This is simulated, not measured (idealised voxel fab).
The document below concerns the process module designated voxel wiring stack.
We display cut, a cross-section 170 nm in width whose square cells are each 5 nm.
Throughout this document, each cross-section is represented as a grid of square cells and is presented as a sequence of bands enumerated from the top downward, where a band comprises one or more rows of cells.
The band entry comprises the height of the band's top followed by the height of its bottom, expressed in nm, and subsequently the band's materials from left to right, each stated together with its width in nm. Where a single material is marked with the word "edge to edge", that material fills the band from edge to edge. The word "air" represents empty space.
A quick word on heights: they are counted from 0, and under that level the wafer as it came to us is one material throughout. The lowest band is different from the rest in having no bottom; it simply continues downward, written as in "0 down".
With a width like "30 to 40", each row of cells in the band differs from the next by the same amount, the top row carrying the first number and the bottom row the second.
You'll sometimes find "nothing different" written for a step, and that's the way of saying that nowhere in the cross-section did a cell change during that step.
Closed-off voids of 8+ cells (no open route to the top) go in "Entrapped void list", written width x height at distance from the left edge, in nm.
Whatever follows a step's settings on its line is a remark the simulator itself makes about that step.
You can add "overlay nm" to a step's line. For a step with a mask, it describes how far the mask lay to the right of its planned position, and a negative number describes a lay to the left.
-- The following list gives the planned process steps
| 1 | RECEIVE, material Si |
| 2 | CONFORMAL_DEP, material SiO2, thk nm 15 |
| 3 | DIRECTIONAL_DEP, material TiN, thk nm 5 |
| 4 | DIRECTIONAL_DEP, material W, thk nm 20 |
| 5 | PATTERN, tone cover, mask id METAL_1, material resist, width nm 20, pitch nm 45, thk nm 20, overlay nm 0 |
| 6 | DIRECTIONAL_ETCH, etch materials W, depth nm 20 |
| 7 | DIRECTIONAL_ETCH, etch materials TiN, depth nm 5 |
| 8 | STRIP, etch materials resist |
| 9 | CONFORMAL_DEP, material SiCN, thk nm 5 |
| 10 | FILL_DEP, material lowk, thk nm 10 |
| 11 | CMP, height nm 40 |
| 12 | CONFORMAL_DEP, material SiCN, thk nm 5 |
| 13 | DIRECTIONAL_DEP, material lowk, thk nm 10 |
| 14 | DIRECTIONAL_DEP, material aC, thk nm 10 |
| 15 | PATTERN, tone open, mask id PLUG_1, material resist, width nm 15, pitch nm 45, thk nm 30, overlay nm 0 |
| 16 | DIRECTIONAL_ETCH, etch materials aC, depth nm 10 |
| 17 | STRIP, etch materials resist |
| 18 | DIRECTIONAL_ETCH, etch materials lowk, depth nm 10 |
| 19 | DIRECTIONAL_ETCH, etch materials SiCN, depth nm 5 |
| 20 | STRIP, etch materials aC |
| 21 | EPI, material Ru, thk nm 10 |
| 22 | EPI, material Ru, thk nm 5 |
| 23 | CONFORMAL_DEP, material SiCN, thk nm 5 |
| 24 | DIRECTIONAL_DEP, material SiO2, thk nm 25 |
| 25 | DIRECTIONAL_DEP, material aC, thk nm 15 |
| 26 | PATTERN, tone open, mask id METAL_2, material resist, width nm 20, pitch nm 45, thk nm 30, overlay nm 0 |
| 27 | DIRECTIONAL_ETCH, etch materials aC, depth nm 15 |
| 28 | STRIP, etch materials resist |
| 29 | DIRECTIONAL_ETCH, etch materials SiO2, depth nm 25 |
| 30 | DIRECTIONAL_ETCH, etch materials SiCN, depth nm 5 |
| 31 | STRIP, etch materials aC |
| 32 | CONFORMAL_DEP, material TiN, thk nm 5 |
| 33 | FILL_DEP, material Cu, thk nm 10 |
| 34 | CMP, height nm 85 |
| 35 | CONFORMAL_DEP, material SiCN, thk nm 5 |
| 36 | DIRECTIONAL_DEP, material SiO2, thk nm 30 |
| 37 | MASKED_ETCH, tone open, mask id METAL_3_HOLES, width nm 15, pitch nm 45, etch materials SiO2, depth nm 30, overlay nm 0 |
| 38 | MASKED_ETCH, tone open, mask id METAL_3, width nm 20, pitch nm 45, etch materials SiO2, depth nm 20, overlay nm 0 |
| 39 | MASKED_ETCH, tone open, mask id METAL_3, width nm 20, pitch nm 45, etch materials SiCN, depth nm 5, overlay nm 0 |
| 40 | CONFORMAL_DEP, material TiN, thk nm 5 |
| 41 | FILL_DEP, material Ru, thk nm 5 |
| 42 | CMP, height nm 120 |
| 43 | CONFORMAL_DEP, material SiCN, thk nm 5 |
| 44 | DIRECTIONAL_DEP, material SiO2, thk nm 30 |
| 45 | MASKED_ETCH, tone open, mask id METAL_4_HOLES, width nm 15, pitch nm 90, etch materials SiO2, depth nm 30, overlay nm 0 |
| 46 | MASKED_ETCH, tone open, mask id METAL_4, width nm 20, pitch nm 45, etch materials SiO2, depth nm 20, overlay nm 0 |
| 47 | MASKED_ETCH, tone open, mask id METAL_4, width nm 20, pitch nm 45, etch materials SiCN, depth nm 5, overlay nm 0 |
| 48 | CONFORMAL_DEP, material TiN, thk nm 5 |
| 49 | FILL_DEP, material Ru, thk nm 5 |
| 50 | CMP, height nm 155 |
| 51 | CONFORMAL_DEP, material SiN, thk nm 5 |
-- Cross-section of the incoming wafer, state after step 1
	0 down = Si edge to edge
	Entrapped void list: none
-- Cross-section, end of module. Start: as above. Plan: as above. Execution: one mistake
	160 to 155 = SiN edge to edge
	155 to 140 = SiO2: 30; TiN: 5; Ru: 10; TiN: 5; SiO2: 25; TiN: 5; Ru: 10; TiN: 5; SiO2: 25; TiN: 5; Ru: 10; TiN: 5; SiO2: 30
	140 to 135 = SiO2: 30; TiN: 5; Ru: 5; TiN: 10; SiO2: 25; TiN: 20; SiO2: 25; TiN: 5; Ru: 5; TiN: 10; SiO2: 30
	135 to 125 = SiO2: 30; TiN: 5; Ru: 5; TiN: 5; SiO2: 75; TiN: 5; Ru: 5; TiN: 5; SiO2: 35
	125 to 120 = SiCN: 30; TiN: 15; SiCN: 75; TiN: 15; SiCN: 35
	120 to 105 = SiO2: 30; TiN: 5; Ru: 10; TiN: 5; SiO2: 25; TiN: 5; Ru: 10; TiN: 5; SiO2: 25; TiN: 5; Ru: 10; TiN: 5; SiO2: 30
	105 to 100 = SiO2: 30; TiN: 5; Ru: 5; TiN: 10; SiO2: 25; TiN: 5; Ru: 5; TiN: 10; SiO2: 25; TiN: 5; Ru: 5; TiN: 10; SiO2: 30
	100 to 90 = SiO2: 30; TiN: 5; Ru: 5; TiN: 5; SiO2: 30; TiN: 5; Ru: 5; TiN: 5; SiO2: 30; TiN: 5; Ru: 5; TiN: 5; SiO2: 35
	90 to 85 = SiCN: 30; TiN: 15; SiCN: 30; TiN: 15; SiCN: 30; TiN: 15; SiCN: 35
	85 to 60 = SiO2: 30; TiN: 5; Cu: 10; TiN: 5; SiO2: 25; TiN: 5; Cu: 10; TiN: 5; SiO2: 25; TiN: 5; Cu: 10; TiN: 5; SiO2: 30
	60 to 55 = SiCN: 30; TiN: 20; SiCN: 25; TiN: 20; SiCN: 25; TiN: 20; SiCN: 30
	55 to 45 = lowk: 30; SiCN: 5; TiN: 5; SiCN: 5; lowk: 30; SiCN: 5; TiN: 5; SiCN: 5; lowk: 30; SiCN: 5; TiN: 5; SiCN: 5; lowk: 35
	45 to 40 = SiCN: 35; TiN: 5; SiCN: 40; TiN: 5; SiCN: 40; TiN: 5; SiCN: 40
	40 to 30 = lowk edge to edge
	30 to 25 = lowk: 25; SiCN: 30; lowk: 15; SiCN: 30; lowk: 15; SiCN: 30; lowk: 25
	25 to 5 = lowk: 25; SiCN: 5; W: 20; SiCN: 5; lowk: 15; SiCN: 5; W: 20; SiCN: 5; lowk: 15; SiCN: 5; W: 20; SiCN: 5; lowk: 25
	5 to 0 = SiCN: 30; TiN: 20; SiCN: 25; TiN: 20; SiCN: 25; TiN: 20; SiCN: 30
	0 down = Si edge to edge
	Entrapped void list: none
Short version of what went wrong: step 2 of the plan was jumped over and never run
